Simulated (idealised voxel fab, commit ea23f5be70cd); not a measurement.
A process module follows: voxel double patterning.
The cross-section on display is named cut; it measures 250 nm wide, and its cells are 5 nm squares.
Cross-sections here: square-cell grids, written as top-down lists of bands, a band being one or more rows of cells. Per band: top height and bottom height in nm, followed by the left-to-right materials and their widths in nm; "edge to edge" marks a single material spanning edge to edge, "blank" marks empty space. Zero point of the height axis is 0; under it, received wafer = one material. Lowest band: continues down indefinitely, "0 -> down". The expression "30->40" gives the width at the extremes of the band, the first number at its top row of cells and the second at its bottom row, with the width changing by equal amounts from each row to the next in between. Given "nothing different" for a step, no cell of the cross-section differs between before and after that step. Voids not open to the top, 8 cells minimum: see "Enclosed void list". Written width x height at distance; distance is from the left edge; nm. That trailing text on a step's line, after the settings, is the simulator's own remark on the step. overlay nm: step with mask; distance mask lay right of planned place; negative value = left of planned place.
List of planned process steps
1: RECEIVE,material Si
2: CONFORMAL_DEP,material SiO2,thk nm 10
3: DIRECTIONAL_DEP,material W,thk nm 15
4: DIRECTIONAL_DEP,material SiN,thk nm 10
5: MASKED_ETCH,tone open,mask id FIRST,width nm 15,pitch nm 50,etch materials SiN,depth nm 10,overlay nm 0
6: MASKED_ETCH,tone open,mask id SECOND,width nm 15,etch materials SiN,depth nm 10,overlay nm 0
7: DIRECTIONAL_ETCH,etch materials W,depth nm 15
8: STRIP,etch materials SiN
What sets these wafers apart? The width nm at step 5. They all start alike, and the plan carries the first wafer's value.
As-received state after step 1, first of several wafers, cross-section
    0 -> down  Si edge to edge
    Enclosed void list: none
Tabulated below, wafer by wafer, are the end-of-module results: for each material, the number of cells gained (+) or lost (-) relative to the as-received state, followed by the closed voids
width nm 15, +100 SiO2, +123 W, Enclosed void list: none
width nm 20, +100 SiO2, +117 W, Enclosed void list: none
width nm 25, +100 SiO2, +111 W, Enclosed void list: none
width nm 30, +100 SiO2, +105 W, Enclosed void list: none
